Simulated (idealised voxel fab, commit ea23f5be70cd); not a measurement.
Process module in this document: voxel transistor to metal
195 nm wide, 5 nm square cells: that's cross-section cut.
In what follows, cross-sections appear as grids of square cells, described through bands that run from the top down, where every band is one or more rows of cells. For a band, the entry starts with two heights in nm, that of the top and then that of the bottom, and carries on with the band's materials in order from left to right, each alongside its width in nm; the word "full width" beside a single material means it fills the band edge to edge, and "air" means empty space. Height reference: 0 = level under which incoming wafer is all one material. Lowest band: no bottom, runs on downward, e.g. "0..down". Read "30..40" as a graded width: first number on top, second number at the bottom, same change between each pair of neighbouring rows. Given "stayed the same" for a step, no cell of the cross-section differs between before and after that step. The list in "Enclosed cavities" covers empty spaces of 8 cells or more that cannot reach the top through any open way, and it gives each as width x height at distance; the distance is from the left edge, and width, height and distance are in nm. Post-settings text on a step line: simulator's own remark regarding the step. overlay nm: for a step with a mask, the amount by which the mask lay right of where it was planned; a negative amount means left of it.
PLAN
step 1: op RECEIVE | material Si
step 2: op OXIDIZE | depth nm 5
step 3: op CONFORMAL_DEP | material SiN | thk nm 10
step 4: op DIRECTIONAL_DEP | material aC | thk nm 10
step 5: op PATTERN | tone cover | mask id ACTIVE | material resist | width nm 105 | thk nm 25 | overlay nm 0
step 6: op DIRECTIONAL_ETCH | etch materials aC | depth nm 10
step 7: op STRIP | etch materials resist
step 8: op DIRECTIONAL_ETCH | etch materials SiN | depth nm 10
step 9: op DIRECTIONAL_ETCH | etch materials SiO2 | depth nm 5
step 10: op DIRECTIONAL_ETCH | etch materials Si | depth nm 35
step 11: op STRIP | etch materials aC
step 12: op OXIDIZE | depth nm 5
step 13: op FILL_DEP | material SiO2 | thk nm 15
step 14: op CMP | height nm 10
step 15: op SELECTIVE_ETCH | etch materials SiO2 | depth nm 10
step 16: op STRIP | etch materials SiN
step 17: op SELECTIVE_ETCH | etch materials SiO2 | depth nm 5
step 18: op OXIDIZE | depth nm 5
step 19: op DIRECTIONAL_DEP | material polySi | thk nm 30
step 20: op DIRECTIONAL_DEP | material SiCN | thk nm 10
step 21: op DIRECTIONAL_DEP | material aC | thk nm 15
step 22: op PATTERN | tone cover | mask id GATE | material resist | width nm 35 | thk nm 35 | overlay nm 0
step 23: op DIRECTIONAL_ETCH | etch materials aC | depth nm 15
step 24: op STRIP | etch materials resist
step 25: op DIRECTIONAL_ETCH | etch materials SiCN | depth nm 20
step 26: op DIRECTIONAL_ETCH | etch materials polySi | depth nm 40
step 27: op STRIP | etch materials aC
step 28: op CONFORMAL_DEP | material SiO2 | thk nm 5
step 29: op DIRECTIONAL_ETCH | etch materials SiO2 | depth nm 5
step 30: op CONFORMAL_DEP | material SiN | thk nm 5
step 31: op DIRECTIONAL_ETCH | etch materials SiN | depth nm 5
step 32: op DIRECTIONAL_ETCH | etch materials SiO2 | depth nm 5
step 33: op DIRECTIONAL_ETCH | etch materials Si | depth nm 5
step 34: op EPI | material nSi | thk nm 10
step 35: op FILL_DEP | material SiO2 | thk nm 10
step 36: op CMP | height nm 25
step 37: op STRIP | etch materials polySi
step 38: op SELECTIVE_ETCH | etch materials SiO2 | depth nm 5
step 39: op CONFORMAL_DEP | material HfO2 | thk nm 5
step 40: op CONFORMAL_DEP | material TiN | thk nm 5
step 41: op FILL_DEP | material W | thk nm 5
step 42: op CMP | height nm 20
step 43: op DIRECTIONAL_DEP | material SiO2 | thk nm 10
step 44: op PATTERN | tone open | mask id CONTACT | material resist | width nm 15 | pitch nm 80 | thk nm 15 | overlay nm 0
step 45: op DIRECTIONAL_ETCH | etch materials SiO2 | depth nm 35
step 46: op STRIP | etch materials resist
step 47: op CONFORMAL_DEP | material TiN | thk nm 5
step 48: op FILL_DEP | material W | thk nm 10
step 49: op CMP | height nm 30
step 50: op DIRECTIONAL_DEP | material TiN | thk nm 5
step 51: op DIRECTIONAL_DEP | material Ru | thk nm 20
step 52: op PATTERN | tone cover | mask id METAL_1 | material resist | width nm 15 | pitch nm 80 | thk nm 15 | overlay nm 0
step 53: op DIRECTIONAL_ETCH | etch materials Ru | depth nm 20
step 54: op DIRECTIONAL_ETCH | etch materials TiN | depth nm 5
step 55: op STRIP | etch materials resist
step 56: op FILL_DEP | material lowk | thk nm 5
step 57: op CMP | height nm 55
step 58: op CONFORMAL_DEP | material SiCN | thk nm 5
step 59: op DIRECTIONAL_DEP | material SiO2 | thk nm 35
step 60: op PATTERN | tone open | mask id METAL_2 | material resist | width nm 15 | pitch nm 80 | thk nm 15 | overlay nm 0
step 61: op DIRECTIONAL_ETCH | etch materials SiO2 | depth nm 20
step 62: op STRIP | etch materials resist
step 63: op PATTERN | tone open | mask id METAL_2_HOLES | material resist | width nm 15 | pitch nm 80 | thk nm 15 | overlay nm 0
step 64: op DIRECTIONAL_ETCH | etch materials SiO2 | depth nm 15
step 65: op DIRECTIONAL_ETCH | etch materials SiCN | depth nm 5
step 66: op STRIP | etch materials resist
step 67: op CONFORMAL_DEP | material TiN | thk nm 5
step 68: op FILL_DEP | material Cu | thk nm 10
step 69: op CMP | height nm 95
step 70: op CONFORMAL_DEP | material SiCN | thk nm 5
THIS IS THE CROSS-SECTION OF THE WAFER AS WE RECEIVED IT, I.E. AFTER STEP 1
- 0..down: Si full width
- Enclosed cavities: none
THE FIRST OF THE TWO WAFERS AS SEEN IN CROSS-SECTION ONCE THE MODULE WAS FINISHED; PROCESSING FOLLOWED THE PLAN
- 100..95: SiCN full width
- 95..60: 50 of SiO2 | 5 of TiN | 5 of Cu | 5 of TiN | 65 of SiO2 | 5 of TiN | 5 of Cu | 5 of TiN | 50 of SiO2
- 60..55: 50 of SiCN | 15 of TiN | 65 of SiCN | 15 of TiN | 50 of SiCN
- 55..35: 50 of lowk | 15 of Ru | 65 of lowk | 15 of Ru | 50 of lowk
- 35..30: 50 of lowk | 15 of TiN | 65 of lowk | 15 of TiN | 50 of lowk
- 30..20: 50 of SiO2 | 5 of TiN | 5 of W | 5 of TiN | 65 of SiO2 | 5 of TiN | 5 of W | 5 of TiN | 50 of SiO2
- 20..5: 50 of SiO2 | 5 of TiN | 5 of W | 5 of TiN | 5 of SiO2 | 5 of SiN | 5 of HfO2 | 5 of TiN | 25 of W | 5 of TiN | 5 of HfO2 | 5 of SiN | 5 of SiO2 | 5 of TiN | 5 of W | 5 of TiN | 50 of SiO2
- 5..0: 50 of SiO2 | 15 of TiN | 5 of SiO2 | 5 of SiN | 5 of HfO2 | 5 of TiN | 25 of W | 5 of TiN | 5 of HfO2 | 5 of SiN | 5 of SiO2 | 15 of TiN | 50 of SiO2
- 0..-5: 50 of SiO2 | 10 of TiN | 10 of nSi | 5 of SiN | 5 of HfO2 | 35 of TiN | 5 of HfO2 | 5 of SiN | 10 of nSi | 10 of TiN | 50 of SiO2
- -5..-10: 45 of SiO2 | 25 of nSi | 5 of SiO2 | 45 of HfO2 | 5 of SiO2 | 25 of nSi | 45 of SiO2
- -10..-15: 50 of SiO2 | 20 of nSi | 55 of Si | 20 of nSi | 50 of SiO2
- -15..-45: 50 of SiO2 | 95 of Si | 50 of SiO2
- -45..down: Si full width
- Enclosed cavities: none
MODULE END: CROSS-SECTION OF WAFER TWO OF TWO. SAME START AND PROCESS PLAN AS THE FIRST WAFER. ONE MISTAKE DURING EXECUTION
- 100..95: SiCN full width
- 95..60: 50 of SiO2 | 5 of TiN | 5 of Cu | 5 of TiN | 65 of SiO2 | 5 of TiN | 5 of Cu | 5 of TiN | 50 of SiO2
- 60..55: 50 of SiCN | 15 of TiN | 65 of SiCN | 15 of TiN | 50 of SiCN
- 55..35: 50 of lowk | 15 of Ru | 65 of lowk | 15 of Ru | 50 of lowk
- 35..30: SiO2 full width
- 30..20: 50 of SiO2 | 5 of TiN | 5 of W | 5 of TiN | 65 of SiO2 | 5 of TiN | 5 of W | 5 of TiN | 50 of SiO2
- 20..5: 50 of SiO2 | 5 of TiN | 5 of W | 5 of TiN | 5 of SiO2 | 5 of SiN | 5 of HfO2 | 5 of TiN | 25 of W | 5 of TiN | 5 of HfO2 | 5 of SiN | 5 of SiO2 | 5 of TiN | 5 of W | 5 of TiN | 50 of SiO2
- 5..0: 50 of SiO2 | 15 of TiN | 5 of SiO2 | 5 of SiN | 5 of HfO2 | 5 of TiN | 25 of W | 5 of TiN | 5 of HfO2 | 5 of SiN | 5 of SiO2 | 15 of TiN | 50 of SiO2
- 0..-5: 50 of SiO2 | 10 of TiN | 10 of nSi | 5 of SiN | 5 of HfO2 | 35 of TiN | 5 of HfO2 | 5 of SiN | 10 of nSi | 10 of TiN | 50 of SiO2
- -5..-10: 45 of SiO2 | 25 of nSi | 5 of SiO2 | 45 of HfO2 | 5 of SiO2 | 25 of nSi | 45 of SiO2
- -10..-15: 50 of SiO2 | 20 of nSi | 55 of Si | 20 of nSi | 50 of SiO2
- -15..-45: 50 of SiO2 | 95 of Si | 50 of SiO2
- -45..down: Si full width
- Enclosed cavities: none
Diagnosis: step 50 was not run as planned; what actually ran was op DIRECTIONAL_DEP | material SiO2 | thk nm 5
Final cells, second wafer relative to first, materials higher or lower: 39 more of SiO2, 6 fewer of TiN, 33 fewer of lowk
